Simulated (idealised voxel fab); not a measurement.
Herein follows the process module entitled voxel lift off.
Xsec cut, 250 nm wide, square cell size 5 nm.
A cross-section is written here as square cells arranged in a grid, and it is given in bands from the top down, each band taking up one or more rows of cells.
Basically the band line says how high the top is and how high the bottom is, in nm, and then what's in it from left to right, every material with its width in nm. Empty space shows up as "air", and if a single material carries "everywhere" it runs the full band edge to edge.
The level at which height equals 0 is the one under which the wafer, as it arrives, is entirely one material. No lower edge exists for the bottom band, which continues downward and is notated as in "from 0 down".
The two numbers in a width such as "30 to 40" mark its ends across the band: the first belongs to the top row of cells, the second to the bottom row, and from each row to the next the width moves by the same amount.
The cross-section has no changed cell in any step marked "identical to before".
Heads up: "Enclosed voids" only lists the empty pockets with no open path to the top that are 8 cells or more, and it writes them as width x height at distance, distance from the left edge, in nm.
Formally, on a step line, whatever follows the settings is a remark that the simulator itself makes on the step.
overlay nm: for a step with a mask, the amount by which the mask lay right of where it was planned; a negative amount means left of it.
[Process steps foreseen in the plan]
1. op RECEIVE | material Si
2. op CONFORMAL_DEP | material SiN | thk nm 15
3. op PATTERN | tone open | mask id LINES | material resist | width nm 30 | pitch nm 50 | thk nm 25 | overlay nm 0
4. op DIRECTIONAL_DEP | material Ru | thk nm 15
5. op STRIP | etch materials resist
6. op CONFORMAL_DEP | material SiCN | thk nm 10
[Wafer cross-section on receipt, i.e. after step 1]
> from 0 down | Si everywhere
> Enclosed voids: none
[This is how the wafer looks in cross-section once the module is done, given the starting state and plan above and one mistake in carrying the plan out]
> from 40 to 30 | air=25  SiN=200  air=25
> from 30 to 25 | air=25  SiN=10  Ru=30  SiN=20  Ru=30  SiN=20  Ru=30  SiN=20  Ru=30  SiN=10  air=25
> from 25 to 15 | SiN=35  Ru=30  SiN=20  Ru=30  SiN=20  Ru=30  SiN=20  Ru=30  SiN=35
> from 15 to 0 | SiN everywhere
> from 0 down | Si everywhere
> Enclosed voids: none
Want to know what went wrong? step 6 was run on a setting that differed from the plan, and what really ran there is op CONFORMAL_DEP | material SiN | thk nm 10
